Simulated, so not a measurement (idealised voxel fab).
Process module heading - voxel local oxidation
It is cross-section cut that appears here, measuring 235 nm in width, its square cells being 5 nm in size.
Cross-section, as written here: a square-cell grid given band by band from the top down, where a band holds one or more rows of cells.
Read a band's entry like this: the first values are the height of its top and the height of its bottom in nm, and what follows is the sequence of materials from left to right, each with its width in nm. Note that "air" is empty space, and that a single material marked "edge to edge" reaches across the band from edge to edge.
Height reference: 0 = level under which incoming wafer is all one material. Lowest band: no bottom, runs on downward, e.g. "0 -> down".
Note: "30..40" means the width goes from the first number (top row of the band) to the second number (bottom row) in equal steps per row of cells.
You'll sometimes find "no change" written for a step, and that's the way of saying that nowhere in the cross-section did a cell change during that step.
Closed-off voids of 8+ cells (no open route to the top) go in "Fully enclosed voids", written width x height at distance from the left edge, in nm.
Past the settings on a step's line: simulator remark, on that step.
When a step includes a mask, the "overlay nm" setting on its line states how far to the right of its planned place that mask lay, and negative values state how far to the left.
In what follows, pairs of cross-sections are presented, each taken before and after one process step, with the after cross-section shown only down to the lowest band that was altered; the step, together with its settings, is stated below the pair. The pairs may stem from different runs of this module on the same starting wafer; accordingly, a pair should be taken as continuing from the one above it solely where its entry headed "Pre-step profile" indicates as much.
Pre-step profile:
0 -> down: Si edge to edge
Fully enclosed voids: none
Post-Step Cross-Section:
0 -> -5: SiO2 edge to edge
Below a height of -5, the structure has not been altered.
Fully enclosed voids: none
Step, pre vs post cross-sections above: OXIDIZE,depth nm 5
Pre-step profile: per the after cross-section of the pair just above.
Post-Step Cross-Section:
15 -> 0: SiN edge to edge
Below a height of 0, the structure has not been altered.
Fully enclosed voids: none
Step, pre vs post cross-sections above: CONFORMAL_DEP,material SiN,thk nm 15
Pre-step profile: per the after cross-section of the pair just above.
Post-Step Cross-Section:
15 -> 0: 60 of air  110 of SiN  65 of air
Below a height of 0, the structure has not been altered.
Fully enclosed voids: none
Step, pre vs post cross-sections above: MASKED_ETCH,tone cover,mask id ACTIVE,width nm 110,etch materials SiN,depth nm 15,overlay nm 0
Pre-step profile: per the after cross-section of the pair just above.
Post-Step Cross-Section:
15 -> 0: 60 of air  110 of SiN  65 of air
0 -> -5: 65 of air  100 of SiO2  70 of air
Below a height of -5, the structure has not been altered.
Fully enclosed voids: none
Step, pre vs post cross-sections above: SELECTIVE_ETCH,etch materials SiO2,depth nm 5
Pre-step profile: per the after cross-section of the pair just above.
Post-Step Cross-Section:
15 -> 0: 60 of air  110 of SiN  65 of air
0 -> -5: 65 of air  100 of SiO2  70 of air
-5 -> -15: 75 of SiO2  80 of Si  80 of SiO2
Below a height of -15, the structure has not been altered.
Fully enclosed voids: none
Step, pre vs post cross-sections above: OXIDIZE,depth nm 10
Pre-step profile: per the after cross-section of the pair just above.
Post-Step Cross-Section:
0 -> -5: 65 of air  100 of SiO2  70 of air
Below a height of -5, the structure has not been altered.
Fully enclosed voids: none
Step, pre vs post cross-sections above: STRIP,etch materials SiN
Pre-step profile:
0 -> -5: SiO2 edge to edge
-5 -> down: Si edge to edge
Fully enclosed voids: none
Post-Step Cross-Section:
-5 -> down: Si edge to edge
Fully enclosed voids: none
Step, pre vs post cross-sections above: SELECTIVE_ETCH,etch materials SiO2,depth nm 5
Pre-step profile: per the after cross-section of the pair just above.
Post-Step Cross-Section:
-5 -> -15: SiO2 edge to edge
Below a height of -15, the structure has not been altered.
Fully enclosed voids: none
Step, pre vs post cross-sections above: OXIDIZE,depth nm 10
Pre-step profile:
15 -> 0: 60 of air  110 of SiN  65 of air
0 -> -5: 65 of air  100 of SiO2  70 of air
-5 -> down: Si edge to edge
Fully enclosed voids: none
Post-Step Cross-Section:
0 -> -5: 65 of air  100 of SiO2  70 of air
Below a height of -5, the structure has not been altered.
Fully enclosed voids: none
Step, pre vs post cross-sections above: STRIP,etch materials SiN
Pre-step profile: per the after cross-section of the pair just above.
Post-Step Cross-Section:
0 -> -5: 65 of air  100 of SiO2  70 of air
-5 -> -15: 75 of SiO2  80 of Si  80 of SiO2
Below a height of -15, the structure has not been altered.
Fully enclosed voids: none
Step, pre vs post cross-sections above: OXIDIZE,depth nm 10
Pre-step profile:
15 -> 0: 60 of air  110 of SiN  65 of air
0 -> -5: SiO2 edge to edge
-5 -> down: Si edge to edge
Fully enclosed voids: none
Post-Step Cross-Section:
15 -> 0: 60 of air  110 of SiN  65 of air
0 -> -5: 75 of air  80 of SiO2  80 of air
Below a height of -5, the structure has not been altered.
Fully enclosed voids: none
Step, pre vs post cross-sections above: SELECTIVE_ETCH,etch materials SiO2,depth nm 15
Pre-step profile: per the after cross-section of the pair just above.
Post-Step Cross-Section:
15 -> 0: 60 of air  110 of SiN  65 of air
0 -> -5: 75 of air  80 of SiO2  80 of air
-5 -> -15: 85 of SiO2  60 of Si  90 of SiO2
Below a height of -15, the structure has not been altered.
Fully enclosed voids: none
Step, pre vs post cross-sections above: OXIDIZE,depth nm 10
Pre-step profile: per the after cross-section of the pair just above.
Post-Step Cross-Section:
0 -> -5: 75 of air  80 of SiO2  80 of air
Below a height of -5, the structure has not been altered.
Fully enclosed voids: none
Step, pre vs post cross-sections above: STRIP,etch materials SiN
Pre-step profile:
15 -> 0: SiN edge to edge
0 -> -5: SiO2 edge to edge
-5 -> down: Si edge to edge
Fully enclosed voids: none
Post-Step Cross-Section:
15 -> 0: 60 of air  115 of SiN  60 of air
Below a height of 0, the structure has not been altered.
Fully enclosed voids: none
Step, pre vs post cross-sections above: MASKED_ETCH,tone cover,mask id ACTIVE,width nm 115,etch materials SiN,depth nm 15,overlay nm 0
Pre-step profile: per the after cross-section of the pair just above.
Post-Step Cross-Section:
15 -> 0: 60 of air  115 of SiN  60 of air
0 -> -5: 65 of air  105 of SiO2  65 of air
Below a height of -5, the structure has not been altered.
Fully enclosed voids: none
Step, pre vs post cross-sections above: SELECTIVE_ETCH,etch materials SiO2,depth nm 5
Pre-step profile: per the after cross-section of the pair just above.
Post-Step Cross-Section:
15 -> 0: 60 of air  115 of SiN  60 of air
0 -> -5: 65 of air  105 of SiO2  65 of air
-5 -> -15: 75 of SiO2  85 of Si  75 of SiO2
Below a height of -15, the structure has not been altered.
Fully enclosed voids: none
Step, pre vs post cross-sections above: OXIDIZE,depth nm 10
Pre-step profile: per the after cross-section of the pair just above.
Post-Step Cross-Section:
0 -> -5: 65 of air  105 of SiO2  65 of air
Below a height of -5, the structure has not been altered.
Fully enclosed voids: none
Step, pre vs post cross-sections above: STRIP,etch materials SiN
Pre-step profile:
15 -> 0: SiN edge to edge
0 -> -5: SiO2 edge to edge
-5 -> down: Si edge to edge
Fully enclosed voids: none
Post-Step Cross-Section:
15 -> 0: 55 of air  110 of SiN  70 of air
Below a height of 0, the structure has not been altered.
Fully enclosed voids: none
Step, pre vs post cross-sections above: MASKED_ETCH,tone cover,mask id ACTIVE,width nm 110,etch materials SiN,depth nm 15,overlay nm -5
Pre-step profile: per the after cross-section of the pair just above.
Post-Step Cross-Section:
15 -> 0: 55 of air  110 of SiN  70 of air
0 -> -5: 60 of air  100 of SiO2  75 of air
Below a height of -5, the structure has not been altered.
Fully enclosed voids: none
Step, pre vs post cross-sections above: SELECTIVE_ETCH,etch materials SiO2,depth nm 5
Pre-step profile: per the after cross-section of the pair just above.
Post-Step Cross-Section:
15 -> 0: 55 of air  110 of SiN  70 of air
0 -> -5: 60 of air  100 of SiO2  75 of air
-5 -> -15: 70 of SiO2  80 of Si  85 of SiO2
Below a height of -15, the structure has not been altered.
Fully enclosed voids: none
Step, pre vs post cross-sections above: OXIDIZE,depth nm 10
Pre-step profile: per the after cross-section of the pair just above.
Post-Step Cross-Section:
0 -> -5: 60 of air  100 of SiO2  75 of air
Below a height of -5, the structure has not been altered.
Fully enclosed voids: none
Step, pre vs post cross-sections above: STRIP,etch materials SiN
Pre-step profile:
15 -> 0: 60 of air  110 of SiN  65 of air
0 -> -5: 65 of air  100 of SiO2  70 of air
-5 -> -15: 75 of SiO2  80 of Si  80 of SiO2
-15 -> down: Si edge to edge
Fully enclosed voids: none
Post-Step Cross-Section:
-5 -> -15: 75 of air  80 of Si  80 of air
Below a height of -15, the structure has not been altered.
Fully enclosed voids: none
Step, pre vs post cross-sections above: STRIP,etch materials SiO2
Pre-step profile:
15 -> 0: SiN edge to edge
0 -> -5: SiO2 edge to edge
-5 -> down: Si edge to edge
Fully enclosed voids: none
Post-Step Cross-Section:
15 -> 0: 60 of SiN  110 of air  65 of SiN
Below a height of 0, the structure has not been altered.
Fully enclosed voids: none
Step, pre vs post cross-sections above: MASKED_ETCH,tone open,mask id ACTIVE,width nm 110,etch materials SiN,depth nm 15,overlay nm 0
Pre-step profile: per the after cross-section of the pair just above.
Post-Step Cross-Section:
15 -> 0: 60 of SiN  110 of air  65 of SiN
0 -> -5: 55 of SiO2  120 of air  60 of SiO2
Below a height of -5, the structure has not been altered.
Fully enclosed voids: none
Step, pre vs post cross-sections above: SELECTIVE_ETCH,etch materials SiO2,depth nm 5
Pre-step profile: per the after cross-section of the pair just above.
Post-Step Cross-Section:
15 -> 0: 60 of SiN  110 of air  65 of SiN
0 -> -5: 55 of SiO2  120 of air  60 of SiO2
-5 -> -15: 45 of Si  140 of SiO2  50 of Si
Below a height of -15, the structure has not been altered.
Fully enclosed voids: none
Step, pre vs post cross-sections above: OXIDIZE,depth nm 10
Pre-step profile: per the after cross-section of the pair just above.
Post-Step Cross-Section:
0 -> -5: 55 of SiO2  120 of air  60 of SiO2
Below a height of -5, the structure has not been altered.
Fully enclosed voids: none
Step, pre vs post cross-sections above: STRIP,etch materials SiN
